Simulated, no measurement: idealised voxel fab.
Process module heading - voxel gate over fins
For reference, the cross-section in this document is cut, with width 175 nm and square cells of 5 nm.
The cross-sections in this document take the form of a grid made of square cells. They are written out as bands, in order from top to bottom. Each band consists of one or more rows of cells.
Top height, bottom height, nm. Materials left to right, width each, nm. Single material + "full width" = fills band edge to edge. "blank" = empty.
Below 0: as-received wafer, all one material; heights counted from there. Lowest band: no bottom, goes on down, written "top 0, no bottom".
A two-number width, for instance "30->40", indicates that the width is equal to the first number in the top row of the band and to the second number in the bottom row, and that it changes by a constant amount per row of cells.
Any step labelled "nothing was modified" changed none of the cells in the cross-section.
In "Fully sealed cavities" the enclosed voids are listed, meaning empty spaces of 8 cells or larger without any opening to the top. The form is width x height at distance, distance from the left edge, units nm.
Heads up: the bit after the settings on a step's line is the simulator's remark on that step.
What "overlay nm" on a step's line means: if the step has a mask, that mask lay this far to the right of its planned place, or, when the value is negative, to the left.

SO HERE'S THE LINEUP OF PROCESS STEPS WE PLANNED
step 1: RECEIVE | material Si
step 2: CONFORMAL_DEP | material SiN | thk nm 10
step 3: MASKED_ETCH | tone cover | mask id FINS | width nm 15 | pitch nm 45 | etch materials SiN | depth nm 10 | overlay nm 0
step 4: MASKED_ETCH | tone cover | mask id FINS | width nm 15 | pitch nm 45 | etch materials Si | depth nm 30 | overlay nm 0
step 5: OXIDIZE | depth nm 5
step 6: FILL_DEP | material SiO2 | thk nm 5
step 7: CMP | height nm 10
step 8: SELECTIVE_ETCH | etch materials SiO2 | depth nm 20
step 9: STRIP | etch materials SiN
step 10: CONFORMAL_DEP | material HfO2 | thk nm 5
step 11: CONFORMAL_DEP | material TiN | thk nm 5
step 12: CONFORMAL_DEP | material TiAl | thk nm 5
step 13: CONFORMAL_DEP | material TiN | thk nm 5
step 14: FILL_DEP | material W | thk nm 10
step 15: CMP | height nm 25
step 16: CONFORMAL_DEP | material SiCN | thk nm 5

SHOWN IN CROSS-SECTION IS THE WAFER AS RECEIVED, THAT IS, AS IT STANDS AFTER STEP 1
top 0, no bottom | Si full width
Fully sealed cavities: none

SECTIONED VIEW, FIRST OF TWO WAFERS, AT THE CLOSE OF THE MODULE, PROCESSED AS INTENDED IN THE PLAN
top 30, bottom 25 | SiCN full width
top 25, bottom 20 | W full width
top 20, bottom 15 | W=20 | TiN=135 | W=20
top 15, bottom 10 | W=20 | TiN=5 | TiAl=35 | TiN=10 | TiAl=35 | TiN=10 | TiAl=35 | TiN=5 | W=20
top 10, bottom 5 | TiN=25 | TiAl=5 | TiN=25 | TiAl=5 | TiN=10 | TiAl=5 | TiN=25 | TiAl=5 | TiN=10 | TiAl=5 | TiN=25 | TiAl=5 | TiN=25
top 5, bottom 0 | TiAl=30 | TiN=5 | HfO2=15 | TiN=5 | TiAl=20 | TiN=5 | HfO2=15 | TiN=5 | TiAl=20 | TiN=5 | HfO2=15 | TiN=5 | TiAl=30
top 0, bottom -5 | TiN=35 | HfO2=5 | Si=5 | HfO2=5 | TiN=30 | HfO2=5 | Si=5 | HfO2=5 | TiN=30 | HfO2=5 | Si=5 | HfO2=5 | TiN=35
top -5, bottom -10 | HfO2=40 | Si=5 | HfO2=40 | Si=5 | HfO2=40 | Si=5 | HfO2=40
top -10, bottom -35 | SiO2=40 | Si=5 | SiO2=40 | Si=5 | SiO2=40 | Si=5 | SiO2=40
top -35, no bottom | Si full width
Fully sealed cavities: none

CROSS-SECTION AT END OF MODULE FOR THE SECOND WAFER OF TWO, WHICH MATCHED THE FIRST IN STARTING POINT AND PLAN AND DIFFERED BY ONE MISTAKE IN ITS PROCESSING
top 30, bottom 25 | SiCN full width
top 25, bottom 20 | W full width
top 20, bottom 15 | TiN full width
top 15, bottom 10 | TiAl full width
top 10, bottom 5 | TiN full width
top 5, bottom 0 | HfO2 full width
top 0, bottom -35 | SiO2=40 | Si=5 | SiO2=40 | Si=5 | SiO2=40 | Si=5 | SiO2=40
top -35, no bottom | Si full width
Fully sealed cavities: none
Short version of what went wrong: step 8 did not use the planned setting and instead ran as SELECTIVE_ETCH | etch materials SiO2 | depth nm 10
Once processing is complete, comparing cell counts shows that the second wafer has more or fewer of certain materials than the first: HfO2 -12, SiO2 +64, TiAl -12, TiN -24, W -16
